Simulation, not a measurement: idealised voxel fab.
Proc. module: voxel quadruple lines
Shown is cross-section cut, with a width of 200 nm and square cells of size 5 nm.
Cross-section = grid of square cells, listed top down in bands; band = one or more rows.
What a band's entry tells you: where the top is and where the bottom is, as heights in nm, and after that what lies inside, material by material from left to right, each with its width in nm. Empty space is written as the word "blank", and a single material marked with the word "throughout" occupies the band from edge to edge.
Height reference: 0 = level under which incoming wafer is all one material. Lowest band: no bottom, runs on downward, e.g. "0 -> down".
The two numbers in a width such as "30..40" mark its ends across the band: the first belongs to the top row of cells, the second to the bottom row, and from each row to the next the width moves by the same amount.
For the purposes of this document, the phrase "no alteration" attached to a step denotes that no cell within the cross-section was modified by that step.
Look at "Cavities, closed" for the closed voids: empty spaces with no open path to the top, sized 8 cells or up. Each is width x height at distance, distance from the left edge, all nm.
Post-settings text on a step line: simulator's own remark regarding the step.
overlay nm: mask offset rightward from planned place, masked step; negative means leftward offset.

### The steps planned for the process are as follows
1) RECEIVE with material Si
2) CONFORMAL_DEP with material Al2O3, thk nm 10
3) DIRECTIONAL_DEP with material TiN, thk nm 10
4) DIRECTIONAL_DEP with material polySi, thk nm 15
5) DIRECTIONAL_DEP with material aC, thk nm 20
6) PATTERN with tone cover, mask id MANDREL, material resist, width nm 20, thk nm 30, overlay nm 0
7) DIRECTIONAL_ETCH with etch materials aC, depth nm 20
8) STRIP with etch materials resist
9) CONFORMAL_DEP with material SiO2, thk nm 10
10) DIRECTIONAL_ETCH with etch materials SiO2, depth nm 10
11) STRIP with etch materials aC
12) DIRECTIONAL_ETCH with etch materials polySi, depth nm 15
13) STRIP with etch materials SiO2
14) CONFORMAL_DEP with material SiCN, thk nm 10
15) DIRECTIONAL_ETCH with etch materials SiCN, depth nm 10
16) STRIP with etch materials polySi
17) DIRECTIONAL_ETCH with etch materials TiN, depth nm 10
18) STRIP with etch materials SiCN
The wafers in this document start out alike and differ in the width nm applied at step 6; the plan shows the value used for the first wafer.

### The first of several wafers, as received after step 1, seen in section
	0 -> down: Si throughout
	Cavities, closed: none

### Wafer rows, end of module: cells per material gained (+) or lost (-) since receipt; closed voids last
width nm 20, +80 Al2O3, +16 TiN, Cavities, closed: none
width nm 25, +80 Al2O3, +16 TiN, Cavities, closed: none
width nm 30, +80 Al2O3, +16 TiN, Cavities, closed: none
width nm 35, +80 Al2O3, +16 TiN, Cavities, closed: none
width nm 40, +80 Al2O3, +16 TiN, Cavities, closed: none
width nm 45, +80 Al2O3, +16 TiN, Cavities, closed: none
